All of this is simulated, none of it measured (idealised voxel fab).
Process module in this document: voxel wiring stack
Cross-section cut spans 175 nm and uses square cells 5 nm in size.
Cross-section format: a grid of square cells, given as bands from top to bottom; each band is one or more rows of cells.
Within each band entry, the heights of the top and of the bottom of the band appear first, in that order and in nm; the materials of the band then follow from left to right, each with its corresponding width in nm. The designation "all across" on a single material indicates that it fills the band from edge to edge; the designation "empty" indicates empty space.
For the purposes of this specification, 0 denotes the height below which the wafer in its as-received condition is composed wholly of one material, and the lowermost band, lacking a lower limit, extends downward without end, as expressed in "0 and below".
Width: "30->40" (first number = top row, second number = bottom row, same change from row to row of cells).
It should be understood that the words "no modification", when stated for a given step, signify that the cross-section underwent no change in any of its cells during that step.
Basically, "Sealed internal voids" tells you about the enclosed voids: empty spaces with no open way to the top, 8 cells or bigger, each written width x height at distance, where distance is from the left edge, all in nm.
It should be noted that, on the line of a given step, the content following the step's settings is a remark produced by the simulator itself with respect to that step.
overlay nm: how far to the right of its planned place the mask lay on this masked step (negative: to the left).
From here on the document is pairs. In a pair, the cross-section before one process step comes with the cross-section after it, and the latter goes no deeper than the lowest band that changed. What lies in between, the step and its settings, is written under the pair. A pair may be from a different run of this module on the same starting wafer than the pair above it, so it continues from that pair only where its entry headed "Preceding state" says so.
Preceding state
0 and below  Si all across
Sealed internal voids: none
Post-Process Section
15 down to 0  SiO2 all across
Below 0, the layers are the same as they were.
Sealed internal voids: none
Intermediate step for the cross-sections above: CONFORMAL_DEP (material SiO2; thk nm 15)
Preceding state: this step begins from the cross-section that the pair just above shows after its step.
Post-Process Section
20 down to 15  TiN all across
Below 15, the layers are the same as they were.
Sealed internal voids: none
Intermediate step for the cross-sections above: DIRECTIONAL_DEP (material TiN; thk nm 5)
Preceding state: this step begins from the cross-section that the pair just above shows after its step.
Post-Process Section
35 down to 20  W all across
Below 20, the layers are the same as they were.
Sealed internal voids: none
Intermediate step for the cross-sections above: DIRECTIONAL_DEP (material W; thk nm 15)
Preceding state: this step begins from the cross-section that the pair just above shows after its step.
Post-Process Section
45 down to 35  aC all across
Below 35, the layers are the same as they were.
Sealed internal voids: none
Intermediate step for the cross-sections above: DIRECTIONAL_DEP (material aC; thk nm 10)
Preceding state: this step begins from the cross-section that the pair just above shows after its step.
Post-Process Section
70 down to 45  empty: 45, then resist: 25, then empty: 30, then resist: 25, then empty: 50
Below 45, the layers are the same as they were.
Sealed internal voids: none
Intermediate step for the cross-sections above: PATTERN (tone cover; mask id METAL_1; material resist; width nm 25; pitch nm 55; thk nm 25; overlay nm 0)
Preceding state: this step begins from the cross-section that the pair just above shows after its step.
Post-Process Section
60 down to 45  empty: 45, then resist: 25, then empty: 30, then resist: 25, then empty: 50
45 down to 35  empty: 45, then aC: 25, then empty: 30, then aC: 25, then empty: 50
Below 35, the layers are the same as they were.
Sealed internal voids: none
Intermediate step for the cross-sections above: DIRECTIONAL_ETCH (etch materials aC; depth nm 10)
Preceding state: this step begins from the cross-section that the pair just above shows after its step.
Post-Process Section
45 down to 35  empty: 45, then aC: 25, then empty: 30, then aC: 25, then empty: 50
Below 35, the layers are the same as they were.
Sealed internal voids: none
Intermediate step for the cross-sections above: STRIP (etch materials resist)
Preceding state: this step begins from the cross-section that the pair just above shows after its step.
Post-Process Section
45 down to 35  empty: 45, then aC: 25, then empty: 30, then aC: 25, then empty: 50
35 down to 20  empty: 45, then W: 25, then empty: 30, then W: 25, then empty: 50
Below 20, the layers are the same as they were.
Sealed internal voids: none
Intermediate step for the cross-sections above: DIRECTIONAL_ETCH (etch materials W; depth nm 15)
Preceding state: this step begins from the cross-section that the pair just above shows after its step.
Post-Process Section
45 down to 35  empty: 45, then aC: 25, then empty: 30, then aC: 25, then empty: 50
35 down to 20  empty: 45, then W: 25, then empty: 30, then W: 25, then empty: 50
20 down to 15  empty: 45, then TiN: 25, then empty: 30, then TiN: 25, then empty: 50
Below 15, the layers are the same as they were.
Sealed internal voids: none
Intermediate step for the cross-sections above: DIRECTIONAL_ETCH (etch materials TiN; depth nm 5)
Preceding state: this step begins from the cross-section that the pair just above shows after its step.
Post-Process Section
35 down to 20  empty: 45, then W: 25, then empty: 30, then W: 25, then empty: 50
Below 20, the layers are the same as they were.
Sealed internal voids: none
Intermediate step for the cross-sections above: STRIP (etch materials aC)
Preceding state: this step begins from the cross-section that the pair just above shows after its step.
Post-Process Section
40 down to 35  empty: 40, then SiCN: 35, then empty: 20, then SiCN: 35, then empty: 45
35 down to 20  empty: 40, then SiCN: 5, then W: 25, then SiCN: 5, then empty: 20, then SiCN: 5, then W: 25, then SiCN: 5, then empty: 45
20 down to 15  SiCN: 45, then TiN: 25, then SiCN: 30, then TiN: 25, then SiCN: 50
Below 15, the layers are the same as they were.
Sealed internal voids: none
Intermediate step for the cross-sections above: CONFORMAL_DEP (material SiCN; thk nm 5)
Preceding state: this step begins from the cross-section that the pair just above shows after its step.
Post-Process Section
45 down to 40  SiO2 all across
40 down to 35  SiO2: 40, then SiCN: 35, then SiO2: 20, then SiCN: 35, then SiO2: 45
35 down to 20  SiO2: 40, then SiCN: 5, then W: 25, then SiCN: 5, then SiO2: 20, then SiCN: 5, then W: 25, then SiCN: 5, then SiO2: 45
Below 20, the layers are the same as they were.
Sealed internal voids: none
Intermediate step for the cross-sections above: FILL_DEP (material SiO2; thk nm 5)
Preceding state: this step begins from the cross-section that the pair just above shows after its step.
Post-Process Section
35 down to 20  SiO2: 40, then SiCN: 5, then W: 25, then SiCN: 5, then SiO2: 20, then SiCN: 5, then W: 25, then SiCN: 5, then SiO2: 45
Below 20, the layers are the same as they were.
Sealed internal voids: none
Intermediate step for the cross-sections above: CMP (height nm 35)
Preceding state: this step begins from the cross-section that the pair just above shows after its step.
Post-Process Section
40 down to 35  SiCN all across
Below 35, the layers are the same as they were.
Sealed internal voids: none
Intermediate step for the cross-sections above: CONFORMAL_DEP (material SiCN; thk nm 5)
Preceding state: this step begins from the cross-section that the pair just above shows after its step.
Post-Process Section
70 down to 40  lowk all across
Below 40, the layers are the same as they were.
Sealed internal voids: none
Intermediate step for the cross-sections above: DIRECTIONAL_DEP (material lowk; thk nm 30)
Preceding state: this step begins from the cross-section that the pair just above shows after its step.
Post-Process Section
70 down to 40  lowk: 45, then empty: 15, then lowk: 115
Below 40, the layers are the same as they were.
Sealed internal voids: none
Intermediate step for the cross-sections above: MASKED_ETCH (tone open; mask id METAL_2_HOLES; width nm 15; etch materials lowk; depth nm 30; overlay nm 0)
Preceding state: this step begins from the cross-section that the pair just above shows after its step.
Post-Process Section
70 down to 50  lowk: 45, then empty: 25, then lowk: 30, then empty: 25, then lowk: 50
Below 50, the layers are the same as they were.
Sealed internal voids: none
Intermediate step for the cross-sections above: MASKED_ETCH (tone open; mask id METAL_2; width nm 25; pitch nm 55; etch materials lowk; depth nm 20; overlay nm 0)
Preceding state: this step begins from the cross-section that the pair just above shows after its step.
Post-Process Section
70 down to 50  lowk: 45, then empty: 25, then lowk: 30, then empty: 25, then lowk: 50
50 down to 40  lowk: 45, then empty: 15, then lowk: 115
40 down to 35  SiCN: 45, then empty: 15, then SiCN: 115
Below 35, the layers are the same as they were.
Sealed internal voids: none
Intermediate step for the cross-sections above: MASKED_ETCH (tone open; mask id METAL_2; width nm 25; pitch nm 55; etch materials SiCN; depth nm 5; overlay nm 0)
Preceding state: this step begins from the cross-section that the pair just above shows after its step.
Post-Process Section
75 down to 70  TiN: 50, then empty: 15, then TiN: 40, then empty: 15, then TiN: 55
70 down to 55  lowk: 45, then TiN: 5, then empty: 15, then TiN: 5, then lowk: 30, then TiN: 5, then empty: 15, then TiN: 5, then lowk: 50
55 down to 50  lowk: 45, then TiN: 5, then empty: 5, then TiN: 15, then lowk: 30, then TiN: 25, then lowk: 50
50 down to 40  lowk: 45, then TiN: 5, then empty: 5, then TiN: 5, then lowk: 115
40 down to 35  SiCN: 45, then TiN: 15, then SiCN: 115
Below 35, the layers are the same as they were.
Sealed internal voids: none
Intermediate step for the cross-sections above: CONFORMAL_DEP (material TiN; thk nm 5)
Preceding state: this step begins from the cross-section that the pair just above shows after its step.
Post-Process Section
85 down to 75  Cu all across
75 down to 70  TiN: 50, then Cu: 15, then TiN: 40, then Cu: 15, then TiN: 55
70 down to 55  lowk: 45, then TiN: 5, then Cu: 15, then TiN: 5, then lowk: 30, then TiN: 5, then Cu: 15, then TiN: 5, then lowk: 50
55 down to 50  lowk: 45, then TiN: 5, then Cu: 5, then TiN: 15, then lowk: 30, then TiN: 25, then lowk: 50
50 down to 40  lowk: 45, then TiN: 5, then Cu: 5, then TiN: 5, then lowk: 115
Below 40, the layers are the same as they were.
Sealed internal voids: none
Intermediate step for the cross-sections above: FILL_DEP (material Cu; thk nm 10)
Preceding state: this step begins from the cross-section that the pair just above shows after its step.
Post-Process Section
70 down to 55  lowk: 45, then TiN: 5, then Cu: 15, then TiN: 5, then lowk: 30, then TiN: 5, then Cu: 15, then TiN: 5, then lowk: 50
Below 55, the layers are the same as they were.
Sealed internal voids: none
Intermediate step for the cross-sections above: CMP (height nm 70)
Preceding state: this step begins from the cross-section that the pair just above shows after its step.
Post-Process Section
75 down to 70  SiN all across
Below 70, the layers are the same as they were.
Sealed internal voids: none
Intermediate step for the cross-sections above: CONFORMAL_DEP (material SiN; thk nm 5)
Preceding state
85 down to 75  Cu all across
75 down to 70  TiN: 50, then Cu: 15, then TiN: 40, then Cu: 15, then TiN: 55
70 down to 55  lowk: 45, then TiN: 5, then Cu: 15, then TiN: 5, then lowk: 30, then TiN: 5, then Cu: 15, then TiN: 5, then lowk: 50
55 down to 50  lowk: 45, then TiN: 5, then Cu: 5, then TiN: 15, then lowk: 30, then TiN: 25, then lowk: 50
50 down to 40  lowk: 45, then TiN: 5, then Cu: 5, then TiN: 5, then lowk: 115
40 down to 35  SiCN: 45, then TiN: 15, then SiCN: 115
35 down to 20  SiO2: 40, then SiCN: 5, then W: 25, then SiCN: 5, then SiO2: 20, then SiCN: 5, then W: 25, then SiCN: 5, then SiO2: 45
20 down to 15  SiCN: 45, then TiN: 25, then SiCN: 30, then TiN: 25, then SiCN: 50
15 down to 0  SiO2 all across
0 and below  Si all across
Sealed internal voids: none
Post-Process Section
90 down to 85  SiN all across
Below 85, the layers are the same as they were.
Sealed internal voids: none
Intermediate step for the cross-sections above: CONFORMAL_DEP (material SiN; thk nm 5)
Preceding state
15 down to 0  SiO2 all across
0 and below  Si all across
Sealed internal voids: none
Post-Process Section
30 down to 0  SiO2 all across
Below 0, the layers are the same as they were.
Sealed internal voids: none
Intermediate step for the cross-sections above: CONFORMAL_DEP (material SiO2; thk nm 15)
Preceding state: this step begins from the cross-section that the pair just above shows after its step.
Post-Process Section
35 down to 30  TiN all across
Below 30, the layers are the same as they were.
Sealed internal voids: none
Intermediate step for the cross-sections above: DIRECTIONAL_DEP (material TiN; thk nm 5)
Preceding state: this step begins from the cross-section that the pair just above shows after its step.
Post-Process Section
50 down to 35  W all across
Below 35, the layers are the same as they were.
Sealed internal voids: none
Intermediate step for the cross-sections above: DIRECTIONAL_DEP (material W; thk nm 15)
Preceding state: this step begins from the cross-section that the pair just above shows after its step.
Post-Process Section
60 down to 50  aC all across
Below 50, the layers are the same as they were.
Sealed internal voids: none
Intermediate step for the cross-sections above: DIRECTIONAL_DEP (material aC; thk nm 10)
Preceding state: this step begins from the cross-section that the pair just above shows after its step.
Post-Process Section
85 down to 60  empty: 45, then resist: 25, then empty: 30, then resist: 25, then empty: 50
Below 60, the layers are the same as they were.
Sealed internal voids: none
Intermediate step for the cross-sections above: PATTERN (tone cover; mask id METAL_1; material resist; width nm 25; pitch nm 55; thk nm 25; overlay nm 0)
Preceding state: this step begins from the cross-section that the pair just above shows after its step.
Post-Process Section
75 down to 60  empty: 45, then resist: 25, then empty: 30, then resist: 25, then empty: 50
60 down to 50  empty: 45, then aC: 25, then empty: 30, then aC: 25, then empty: 50
Below 50, the layers are the same as they were.
Sealed internal voids: none
Intermediate step for the cross-sections above: DIRECTIONAL_ETCH (etch materials aC; depth nm 10)
Preceding state: this step begins from the cross-section that the pair just above shows after its step.
Post-Process Section
60 down to 50  empty: 45, then aC: 25, then empty: 30, then aC: 25, then empty: 50
Below 50, the layers are the same as they were.
Sealed internal voids: none
Intermediate step for the cross-sections above: STRIP (etch materials resist)
Preceding state: this step begins from the cross-section that the pair just above shows after its step.
Post-Process Section
60 down to 50  empty: 45, then aC: 25, then empty: 30, then aC: 25, then empty: 50
50 down to 35  empty: 45, then W: 25, then empty: 30, then W: 25, then empty: 50
Below 35, the layers are the same as they were.
Sealed internal voids: none
Intermediate step for the cross-sections above: DIRECTIONAL_ETCH (etch materials W; depth nm 15)
Preceding state: this step begins from the cross-section that the pair just above shows after its step.
Post-Process Section
60 down to 50  empty: 45, then aC: 25, then empty: 30, then aC: 25, then empty: 50
50 down to 35  empty: 45, then W: 25, then empty: 30, then W: 25, then empty: 50
35 down to 30  empty: 45, then TiN: 25, then empty: 30, then TiN: 25, then empty: 50
Below 30, the layers are the same as they were.
Sealed internal voids: none
Intermediate step for the cross-sections above: DIRECTIONAL_ETCH (etch materials TiN; depth nm 5)
Preceding state: this step begins from the cross-section that the pair just above shows after its step.
Post-Process Section
50 down to 35  empty: 45, then W: 25, then empty: 30, then W: 25, then empty: 50
Below 35, the layers are the same as they were.
Sealed internal voids: none
Intermediate step for the cross-sections above: STRIP (etch materials aC)
Preceding state: this step begins from the cross-section that the pair just above shows after its step.
Post-Process Section
55 down to 50  empty: 40, then SiCN: 35, then empty: 20, then SiCN: 35, then empty: 45
50 down to 35  empty: 40, then SiCN: 5, then W: 25, then SiCN: 5, then empty: 20, then SiCN: 5, then W: 25, then SiCN: 5, then empty: 45
35 down to 30  SiCN: 45, then TiN: 25, then SiCN: 30, then TiN: 25, then SiCN: 50
Below 30, the layers are the same as they were.
Sealed internal voids: none
Intermediate step for the cross-sections above: CONFORMAL_DEP (material SiCN; thk nm 5)
Preceding state: this step begins from the cross-section that the pair just above shows after its step.
Post-Process Section
60 down to 55  SiO2 all across
55 down to 50  SiO2: 40, then SiCN: 35, then SiO2: 20, then SiCN: 35, then SiO2: 45
50 down to 35  SiO2: 40, then SiCN: 5, then W: 25, then SiCN: 5, then SiO2: 20, then SiCN: 5, then W: 25, then SiCN: 5, then SiO2: 45
Below 35, the layers are the same as they were.
Sealed internal voids: none
Intermediate step for the cross-sections above: FILL_DEP (material SiO2; thk nm 5)
Preceding state: this step begins from the cross-section that the pair just above shows after its step.
Post-Process Section
35 down to 30  SiCN: 45, then TiN: 25, then SiCN: 30, then TiN: 25, then SiCN: 50
Below 30, the layers are the same as they were.
Sealed internal voids: none
Intermediate step for the cross-sections above: CMP (height nm 35)
Preceding state: this step begins from the cross-section that the pair just above shows after its step.
Post-Process Section
40 down to 35  SiCN all across
Below 35, the layers are the same as they were.
Sealed internal voids: none
Intermediate step for the cross-sections above: CONFORMAL_DEP (material SiCN; thk nm 5)
Preceding state: this step begins from the cross-section that the pair just above shows after its step.
Post-Process Section
70 down to 40  lowk all across
Below 40, the layers are the same as they were.
Sealed internal voids: none
Intermediate step for the cross-sections above: DIRECTIONAL_DEP (material lowk; thk nm 30)
Preceding state: this step begins from the cross-section that the pair just above shows after its step.
Post-Process Section
70 down to 40  lowk: 45, then empty: 15, then lowk: 115
Below 40, the layers are the same as they were.
Sealed internal voids: none
Intermediate step for the cross-sections above: MASKED_ETCH (tone open; mask id METAL_2_HOLES; width nm 15; etch materials lowk; depth nm 30; overlay nm 0)
Preceding state: this step begins from the cross-section that the pair just above shows after its step.
Post-Process Section
70 down to 50  lowk: 45, then empty: 25, then lowk: 30, then empty: 25, then lowk: 50
Below 50, the layers are the same as they were.
Sealed internal voids: none
Intermediate step for the cross-sections above: MASKED_ETCH (tone open; mask id METAL_2; width nm 25; pitch nm 55; etch materials lowk; depth nm 20; overlay nm 0)
Preceding state: this step begins from the cross-section that the pair just above shows after its step.
Post-Process Section
70 down to 50  lowk: 45, then empty: 25, then lowk: 30, then empty: 25, then lowk: 50
50 down to 40  lowk: 45, then empty: 15, then lowk: 115
40 down to 35  SiCN: 45, then empty: 15, then SiCN: 115
Below 35, the layers are the same as they were.
Sealed internal voids: none
Intermediate step for the cross-sections above: MASKED_ETCH (tone open; mask id METAL_2; width nm 25; pitch nm 55; etch materials SiCN; depth nm 5; overlay nm 0)
Preceding state: this step begins from the cross-section that the pair just above shows after its step.
Post-Process Section
75 down to 70  TiN: 50, then empty: 15, then TiN: 40, then empty: 15, then TiN: 55
70 down to 55  lowk: 45, then TiN: 5, then empty: 15, then TiN: 5, then lowk: 30, then TiN: 5, then empty: 15, then TiN: 5, then lowk: 50
55 down to 50  lowk: 45, then TiN: 5, then empty: 5, then TiN: 15, then lowk: 30, then TiN: 25, then lowk: 50
50 down to 40  lowk: 45, then TiN: 5, then empty: 5, then TiN: 5, then lowk: 115
40 down to 35  SiCN: 45, then TiN: 15, then SiCN: 115
Below 35, the layers are the same as they were.
Sealed internal voids: none
Intermediate step for the cross-sections above: CONFORMAL_DEP (material TiN; thk nm 5)
Preceding state: this step begins from the cross-section that the pair just above shows after its step.
Post-Process Section
85 down to 75  Cu all across
75 down to 70  TiN: 50, then Cu: 15, then TiN: 40, then Cu: 15, then TiN: 55
70 down to 55  lowk: 45, then TiN: 5, then Cu: 15, then TiN: 5, then lowk: 30, then TiN: 5, then Cu: 15, then TiN: 5, then lowk: 50
55 down to 50  lowk: 45, then TiN: 5, then Cu: 5, then TiN: 15, then lowk: 30, then TiN: 25, then lowk: 50
50 down to 40  lowk: 45, then TiN: 5, then Cu: 5, then TiN: 5, then lowk: 115
Below 40, the layers are the same as they were.
Sealed internal voids: none
Intermediate step for the cross-sections above: FILL_DEP (material Cu; thk nm 10)
Preceding state: this step begins from the cross-section that the pair just above shows after its step.
Post-Process Section
70 down to 55  lowk: 45, then TiN: 5, then Cu: 15, then TiN: 5, then lowk: 30, then TiN: 5, then Cu: 15, then TiN: 5, then lowk: 50
Below 55, the layers are the same as they were.
Sealed internal voids: none
Intermediate step for the cross-sections above: CMP (height nm 70)
Preceding state: this step begins from the cross-section that the pair just above shows after its step.
Post-Process Section
75 down to 70  SiN all across
Below 70, the layers are the same as they were.
Sealed internal voids: none
Intermediate step for the cross-sections above: CONFORMAL_DEP (material SiN; thk nm 5)
Preceding state
35 down to 20  SiO2: 40, then SiCN: 5, then W: 25, then SiCN: 5, then SiO2: 20, then SiCN: 5, then W: 25, then SiCN: 5, then SiO2: 45
20 down to 15  SiCN: 45, then TiN: 25, then SiCN: 30, then TiN: 25, then SiCN: 50
15 down to 0  SiO2 all across
0 and below  Si all across
Sealed internal voids: none
Post-Process Section
65 down to 35  lowk all across
Below 35, the layers are the same as they were.
Sealed internal voids: none
Intermediate step for the cross-sections above: DIRECTIONAL_DEP (material lowk; thk nm 30)
Preceding state: this step begins from the cross-section that the pair just above shows after its step.
Post-Process Section
70 down to 65  SiCN all across
Below 65, the layers are the same as they were.
Sealed internal voids: none
Intermediate step for the cross-sections above: CONFORMAL_DEP (material SiCN; thk nm 5)
Preceding state: this step begins from the cross-section that the pair just above shows after its step.
Post-Process Section
70 down to 65  SiCN: 45, then empty: 25, then SiCN: 30, then empty: 25, then SiCN: 50
Below 65, the layers are the same as they were.
Sealed internal voids: none
Intermediate step for the cross-sections above: MASKED_ETCH (tone open; mask id METAL_2; width nm 25; pitch nm 55; etch materials SiCN; depth nm 5; overlay nm 0)
Preceding state: this step begins from the cross-section that the pair just above shows after its step.
Post-Process Section
75 down to 70  TiN: 50, then empty: 15, then TiN: 40, then empty: 15, then TiN: 55
70 down to 65  SiCN: 45, then TiN: 25, then SiCN: 30, then TiN: 25, then SiCN: 50
Below 65, the layers are the same as they were.
Sealed internal voids: none
Intermediate step for the cross-sections above: CONFORMAL_DEP (material TiN; thk nm 5)
Preceding state: this step begins from the cross-section that the pair just above shows after its step.
Post-Process Section
85 down to 75  Cu all across
75 down to 70  TiN: 50, then Cu: 15, then TiN: 40, then Cu: 15, then TiN: 55
Below 70, the layers are the same as they were.
Sealed internal voids: none
Intermediate step for the cross-sections above: FILL_DEP (material Cu; thk nm 10)
Preceding state: this step begins from the cross-section that the pair just above shows after its step.
Post-Process Section
70 down to 65  SiCN: 45, then TiN: 25, then SiCN: 30, then TiN: 25, then SiCN: 50
Below 65, the layers are the same as they were.
Sealed internal voids: none
Intermediate step for the cross-sections above: CMP (height nm 70)
Preceding state: this step begins from the cross-section that the pair just above shows after its step.
Post-Process Section
75 down to 70  SiN all across
Below 70, the layers are the same as they were.
Sealed internal voids: none
Intermediate step for the cross-sections above: CONFORMAL_DEP (material SiN; thk nm 5)
Preceding state
70 down to 55  lowk: 45, then TiN: 5, then Cu: 15, then TiN: 5, then lowk: 30, then TiN: 5, then Cu: 15, then TiN: 5, then lowk: 50
55 down to 50  lowk: 45, then TiN: 5, then Cu: 5, then TiN: 15, then lowk: 30, then TiN: 25, then lowk: 50
50 down to 40  lowk: 45, then TiN: 5, then Cu: 5, then TiN: 5, then lowk: 115
40 down to 35  SiCN: 45, then TiN: 15, then SiCN: 115
35 down to 20  SiO2: 40, then SiCN: 5, then W: 25, then SiCN: 5, then SiO2: 20, then SiCN: 5, then W: 25, then SiCN: 5, then SiO2: 45
20 down to 15  SiCN: 45, then TiN: 25, then SiCN: 30, then TiN: 25, then SiCN: 50
15 down to 0  SiO2 all across
0 and below  Si all across
Sealed internal voids: none
Post-Process Section
85 down to 70  SiN all across
Below 70, the layers are the same as they were.
Sealed internal voids: none
Intermediate step for the cross-sections above: CONFORMAL_DEP (material SiN; thk nm 15)
Preceding state
70 down to 40  lowk: 45, then empty: 15, then lowk: 115
40 down to 35  SiCN all across
35 down to 20  SiO2: 40, then SiCN: 5, then W: 25, then SiCN: 5, then SiO2: 20, then SiCN: 5, then W: 25, then SiCN: 5, then SiO2: 45
20 down to 15  SiCN: 45, then TiN: 25, then SiCN: 30, then TiN: 25, then SiCN: 50
15 down to 0  SiO2 all across
0 and below  Si all across
Sealed internal voids: none
Post-Process Section
70 down to 50  lowk: 45, then empty: 20, then lowk: 40, then empty: 15, then lowk: 55
Below 50, the layers are the same as they were.
Sealed internal voids: none
Intermediate step for the cross-sections above: MASKED_ETCH (tone open; mask id METAL_2; width nm 15; pitch nm 55; etch materials lowk; depth nm 20; overlay nm 0)
Preceding state: this step begins from the cross-section that the pair just above shows after its step.
Post-Process Section
70 down to 50  lowk: 45, then empty: 20, then lowk: 40, then empty: 15, then lowk: 55
50 down to 40  lowk: 45, then empty: 15, then lowk: 115
40 down to 35  SiCN: 45, then empty: 15, then SiCN: 115
Below 35, the layers are the same as they were.
Sealed internal voids: none
Intermediate step for the cross-sections above: MASKED_ETCH (tone open; mask id METAL_2; width nm 25; pitch nm 55; etch materials SiCN; depth nm 5; overlay nm 0)
Preceding state: this step begins from the cross-section that the pair just above shows after its step.
Post-Process Section
75 down to 70  TiN: 50, then empty: 10, then TiN: 50, then empty: 5, then TiN: 60
70 down to 55  lowk: 45, then TiN: 5, then empty: 10, then TiN: 5, then lowk: 40, then TiN: 5, then empty: 5, then TiN: 5, then lowk: 55
55 down to 50  lowk: 45, then TiN: 5, then empty: 5, then TiN: 10, then lowk: 40, then TiN: 15, then lowk: 55
50 down to 40  lowk: 45, then TiN: 5, then empty: 5, then TiN: 5, then lowk: 115
40 down to 35  SiCN: 45, then TiN: 15, then SiCN: 115
Below 35, the layers are the same as they were.
Sealed internal voids: none
Intermediate step for the cross-sections above: CONFORMAL_DEP (material TiN; thk nm 5)
Preceding state: this step begins from the cross-section that the pair just above shows after its step.
Post-Process Section
85 down to 75  Cu all across
75 down to 70  TiN: 50, then Cu: 10, then TiN: 50, then Cu: 5, then TiN: 60
70 down to 55  lowk: 45, then TiN: 5, then Cu: 10, then TiN: 5, then lowk: 40, then TiN: 5, then Cu: 5, then TiN: 5, then lowk: 55
55 down to 50  lowk: 45, then TiN: 5, then Cu: 5, then TiN: 10, then lowk: 40, then TiN: 15, then lowk: 55
50 down to 40  lowk: 45, then TiN: 5, then Cu: 5, then TiN: 5, then lowk: 115
Below 40, the layers are the same as they were.
Sealed internal voids: none
Intermediate step for the cross-sections above: FILL_DEP (material Cu; thk nm 10)
Preceding state: this step begins from the cross-section that the pair just above shows after its step.
Post-Process Section
70 down to 55  lowk: 45, then TiN: 5, then Cu: 10, then TiN: 5, then lowk: 40, then TiN: 5, then Cu: 5, then TiN: 5, then lowk: 55
Below 55, the layers are the same as they were.
Sealed internal voids: none
Intermediate step for the cross-sections above: CMP (height nm 70)
Preceding state: this step begins from the cross-section that the pair just above shows after its step.
Post-Process Section
75 down to 70  SiN all across
Below 70, the layers are the same as they were.
Sealed internal voids: none
Intermediate step for the cross-sections above: CONFORMAL_DEP (material SiN; thk nm 5)
Preceding state
70 down to 40  lowk: 45, then empty: 15, then lowk: 115
40 down to 35  SiCN all across
35 down to 20  SiO2: 40, then SiCN: 5, then W: 25, then SiCN: 5, then SiO2: 20, then SiCN: 5, then W: 25, then SiCN: 5, then SiO2: 45
20 down to 15  SiCN: 45, then TiN: 25, then SiCN: 30, then TiN: 25, then SiCN: 50
15 down to 0  SiO2 all across
0 and below  Si all across
Sealed internal voids: none
Post-Process Section
70 down to 50  lowk: 45, then empty: 30, then lowk: 30, then empty: 25, then lowk: 45
Below 50, the layers are the same as they were.
Sealed internal voids: none
Intermediate step for the cross-sections above: MASKED_ETCH (tone open; mask id METAL_2; width nm 25; pitch nm 55; etch materials lowk; depth nm 20; overlay nm 5)
Preceding state: this step begins from the cross-section that the pair just above shows after its step.
Post-Process Section
70 down to 50  lowk: 45, then empty: 30, then lowk: 30, then empty: 25, then lowk: 45
50 down to 40  lowk: 45, then empty: 15, then lowk: 115
40 down to 35  SiCN: 45, then empty: 15, then SiCN: 115
Below 35, the layers are the same as they were.
Sealed internal voids: none
Intermediate step for the cross-sections above: MASKED_ETCH (tone open; mask id METAL_2; width nm 25; pitch nm 55; etch materials SiCN; depth nm 5; overlay nm 0)
Preceding state: this step begins from the cross-section that the pair just above shows after its step.
Post-Process Section
75 down to 70  TiN: 50, then empty: 20, then TiN: 40, then empty: 15, then TiN: 50
70 down to 55  lowk: 45, then TiN: 5, then empty: 20, then TiN: 5, then lowk: 30, then TiN: 5, then empty: 15, then TiN: 5, then lowk: 45
55 down to 50  lowk: 45, then TiN: 5, then empty: 5, then TiN: 20, then lowk: 30, then TiN: 25, then lowk: 45
50 down to 40  lowk: 45, then TiN: 5, then empty: 5, then TiN: 5, then lowk: 115
40 down to 35  SiCN: 45, then TiN: 15, then SiCN: 115
Below 35, the layers are the same as they were.
Sealed internal voids: none
Intermediate step for the cross-sections above: CONFORMAL_DEP (material TiN; thk nm 5)
Preceding state: this step begins from the cross-section that the pair just above shows after its step.
Post-Process Section
85 down to 75  Cu all across
75 down to 70  TiN: 50, then Cu: 20, then TiN: 40, then Cu: 15, then TiN: 50
70 down to 55  lowk: 45, then TiN: 5, then Cu: 20, then TiN: 5, then lowk: 30, then TiN: 5, then Cu: 15, then TiN: 5, then lowk: 45
55 down to 50  lowk: 45, then TiN: 5, then Cu: 5, then TiN: 20, then lowk: 30, then TiN: 25, then lowk: 45
50 down to 40  lowk: 45, then TiN: 5, then Cu: 5, then TiN: 5, then lowk: 115
Below 40, the layers are the same as they were.
Sealed internal voids: none
Intermediate step for the cross-sections above: FILL_DEP (material Cu; thk nm 10)
Preceding state: this step begins from the cross-section that the pair just above shows after its step.
Post-Process Section
70 down to 55  lowk: 45, then TiN: 5, then Cu: 20, then TiN: 5, then lowk: 30, then TiN: 5, then Cu: 15, then TiN: 5, then lowk: 45
Below 55, the layers are the same as they were.
Sealed internal voids: none
Intermediate step for the cross-sections above: CMP (height nm 70)
Preceding state: this step begins from the cross-section that the pair just above shows after its step.
Post-Process Section
75 down to 70  SiN all across
Below 70, the layers are the same as they were.
Sealed internal voids: none
Intermediate step for the cross-sections above: CONFORMAL_DEP (material SiN; thk nm 5)
Preceding state
40 down to 35  SiCN all across
35 down to 20  SiO2: 40, then SiCN: 5, then W: 25, then SiCN: 5, then SiO2: 20, then SiCN: 5, then W: 25, then SiCN: 5, then SiO2: 45
20 down to 15  SiCN: 45, then TiN: 25, then SiCN: 30, then TiN: 25, then SiCN: 50
15 down to 0  SiO2 all across
0 and below  Si all across
Sealed internal voids: none
Post-Process Section
70 down to 40  aC all across
Below 40, the layers are the same as they were.
Sealed internal voids: none
Intermediate step for the cross-sections above: DIRECTIONAL_DEP (material aC; thk nm 30)
Preceding state: this step begins from the cross-section that the pair just above shows after its step.
Post-Process Section
75 down to 70  TiN all across
Below 70, the layers are the same as they were.
Sealed internal voids: none
Intermediate step for the cross-sections above: CONFORMAL_DEP (material TiN; thk nm 5)
Preceding state: this step begins from the cross-section that the pair just above shows after its step.
Post-Process Section
85 down to 75  Cu all across
Below 75, the layers are the same as they were.
Sealed internal voids: none
Intermediate step for the cross-sections above: FILL_DEP (material Cu; thk nm 10)
Preceding state: this step begins from the cross-section that the pair just above shows after its step.
Post-Process Section
70 down to 40  aC all across
Below 40, the layers are the same as they were.
Sealed internal voids: none
Intermediate step for the cross-sections above: CMP (height nm 70)
Preceding state: this step begins from the cross-section that the pair just above shows after its step.
Post-Process Section
75 down to 70  SiN all across
Below 70, the layers are the same as they were.
Sealed internal voids: none
Intermediate step for the cross-sections above: CONFORMAL_DEP (material SiN; thk nm 5)
Preceding state
45 down to 35  aC all across
35 down to 20  W all across
20 down to 15  TiN all across
15 down to 0  SiO2 all across
0 and below  Si all across
Sealed internal voids: none
Post-Process Section
70 down to 45  resist: 45, then empty: 25, then resist: 30, then empty: 25, then resist: 50
Below 45, the layers are the same as they were.
Sealed internal voids: none
Intermediate step for the cross-sections above: PATTERN (tone open; mask id METAL_1; material resist; width nm 25; pitch nm 55; thk nm 25; overlay nm 0)
Preceding state: this step begins from the cross-section that the pair just above shows after its step.
Post-Process Section
60 down to 45  resist: 45, then empty: 25, then resist: 30, then empty: 25, then resist: 50
45 down to 35  aC: 45, then empty: 25, then aC: 30, then empty: 25, then aC: 50
Below 35, the layers are the same as they were.
Sealed internal voids: none
Intermediate step for the cross-sections above: DIRECTIONAL_ETCH (etch materials aC; depth nm 10)
